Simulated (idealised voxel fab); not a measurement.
Name of the process module below: voxel tone inversion
Displayed cross-section: cut, width of 220 nm, square cells sized 5 nm.
We lay out every cross-section as a grid of square cells and spell it out in bands from the top down, where one band means one or more rows of cells. Band entry format. Leading values: height of top, height of bottom, nm. Remainder: materials in left-to-right order, each with its width in nm. Special words: "edge to edge" on a single material, which then fills the band edge to edge; "empty", empty space. Height reference: 0 = level under which incoming wafer is all one material. Lowest band: no bottom, runs on downward, e.g. "from 0 down". So if you see something like "30->40" for the width, read it as the top row of the band sitting at the first number and the bottom row at the second, with every row in between moving by the same amount as the last. You'll sometimes find "no alteration" written for a step, and that's the way of saying that nowhere in the cross-section did a cell change during that step. "Fully sealed voids": empty spaces of 8 cells or more with no open way to the top, each given as width x height at distance, distance from the left edge, all in nm. Read whatever lies past the settings on a step's line as the simulator's own remark about the step. overlay nm, on a step with a mask: how far to the right of its planned place the mask lay; to the left if negative.

List of planned process steps:
| 1 | RECEIVE | material Si |
| 2 | CONFORMAL_DEP | material SiN | thk nm 5 |
| 3 | DIRECTIONAL_DEP | material polySi | thk nm 15 |
| 4 | PATTERN | tone cover | mask id POSTS | material resist | width nm 20 | pitch nm 40 | thk nm 25 | overlay nm 0 |
| 5 | DIRECTIONAL_ETCH | etch materials polySi | depth nm 15 |
| 6 | STRIP | etch materials resist |
| 7 | FILL_DEP | material lowk | thk nm 10 |
| 8 | CMP | height nm 20 |
| 9 | STRIP | etch materials polySi |

This is the cross-section of the wafer as we received it, i.e. after step 1:
> from 0 down  Si edge to edge
> Fully sealed voids: none

End-of-module XS, first of two wafers, run as planned:
> from 20 to 5  lowk=60  empty=20  lowk=20  empty=20  lowk=20  empty=20  lowk=60
> from 5 to 0  SiN edge to edge
> from 0 down  Si edge to edge
> Fully sealed voids: none

The second wafer, shown in cross-section after the module: started the same way as the first and given the same plan, yet one mistake crept into how it was run:
> from 20 to 5  lowk edge to edge
> from 5 to 0  SiN edge to edge
> from 0 down  Si edge to edge
> Fully sealed voids: none
Processing error: step 3 was not run as planned; what actually ran was DIRECTIONAL_DEP | material lowk | thk nm 15
Heads up, by the end the second wafer has more or fewer cells of some materials compared to the first: lowk +36
